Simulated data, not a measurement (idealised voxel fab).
process module | voxel tone inversion
cross-section cut | 245 nm wide | cells 5 nm
A cross-section is a grid of square cells, given in bands from the top down. A band is one or more rows of cells.
Each band's line starts with the height of the band's top and of its bottom, in nm. Then come its materials from left to right, each with its width in nm. One material with "throughout" fills the band from edge to edge. "air" is empty space.
Height 0 is the level under which the wafer as received is all one material. The lowest band goes on downwards, as in "0 down".
A width such as "30 to 40" changes by the same amount from each row of cells to the next, from the band's top row to its bottom row.
"no change" after a step means that no cell of the cross-section changed.
closed voids: empty space of 8 cells or more with no open way to the top, each as width x height at its distance from the left edge, in nm
after a step's settings: what the simulator itself notes on the step
overlay nm, on a step with a mask: how far to the right of its planned place the mask lay; to the left if negative
plan
1 op RECEIVE | material Si
2 op CONFORMAL_DEP | material SiCN | thk nm 5
3 op DIRECTIONAL_DEP | material polySi | thk nm 15
4 op PATTERN | tone cover | mask id POSTS | material resist | width nm 20 | pitch nm 45 | thk nm 20 | overlay nm 0
5 op DIRECTIONAL_ETCH | etch materials polySi | depth nm 15
6 op STRIP | etch materials resist
7 op FILL_DEP | material lowk | thk nm 5
8 op CMP | height nm 20
9 op STRIP | etch materials polySi
first wafer, as planned
as received, after step 1
  0 down: Si throughout
  closed voids: none
after step 2
  5 to 0: SiCN throughout
  below 0: unchanged
after step 3
  20 to 5: polySi throughout
  below 5: unchanged
after step 4
  40 to 20: air 45 | resist 20 | air 25 | resist 20 | air 25 | resist 20 | air 25 | resist 20 | air 45
  below 20: unchanged
after step 5
  40 to 20: air 45 | resist 20 | air 25 | resist 20 | air 25 | resist 20 | air 25 | resist 20 | air 45
  20 to 5: air 45 | polySi 20 | air 25 | polySi 20 | air 25 | polySi 20 | air 25 | polySi 20 | air 45
  below 5: unchanged
after step 6
  20 to 5: air 45 | polySi 20 | air 25 | polySi 20 | air 25 | polySi 20 | air 25 | polySi 20 | air 45
  below 5: unchanged
after step 7
  25 to 20: lowk throughout
  20 to 5: lowk 45 | polySi 20 | lowk 25 | polySi 20 | lowk 25 | polySi 20 | lowk 25 | polySi 20 | lowk 45
  below 5: unchanged
after step 8
  20 to 5: lowk 45 | polySi 20 | lowk 25 | polySi 20 | lowk 25 | polySi 20 | lowk 25 | polySi 20 | lowk 45
  below 5: unchanged
after step 9
  20 to 5: lowk 45 | air 20 | lowk 25 | air 20 | lowk 25 | air 20 | lowk 25 | air 20 | lowk 45
  below 5: unchanged
second wafer: like start, like plan, one mistake. Through step 3 it matches the first wafer
when step 4 should have ended
  40 to 20: air 35 | resist 20 | air 25 | resist 20 | air 25 | resist 20 | air 25 | resist 20 | air 55
  below 20: unchanged
when step 5 should have ended
  40 to 20: air 35 | resist 20 | air 25 | resist 20 | air 25 | resist 20 | air 25 | resist 20 | air 55
  20 to 5: air 35 | polySi 20 | air 25 | polySi 20 | air 25 | polySi 20 | air 25 | polySi 20 | air 55
  below 5: unchanged
when step 6 should have ended
  20 to 5: air 35 | polySi 20 | air 25 | polySi 20 | air 25 | polySi 20 | air 25 | polySi 20 | air 55
  below 5: unchanged
when step 7 should have ended
  25 to 20: lowk throughout
  20 to 5: lowk 35 | polySi 20 | lowk 25 | polySi 20 | lowk 25 | polySi 20 | lowk 25 | polySi 20 | lowk 55
  below 5: unchanged
when step 8 should have ended
  20 to 5: lowk 35 | polySi 20 | lowk 25 | polySi 20 | lowk 25 | polySi 20 | lowk 25 | polySi 20 | lowk 55
  below 5: unchanged
when step 9 should have ended
  20 to 5: lowk 35 | air 20 | lowk 25 | air 20 | lowk 25 | air 20 | lowk 25 | air 20 | lowk 55
  below 5: unchanged
what went wrong: step 4 ran as: op PATTERN | tone cover | mask id POSTS | material resist | width nm 20 | pitch nm 45 | thk nm 20 | overlay nm -10
at the end the second wafer has, in cells: as many of each material as the first, in other places
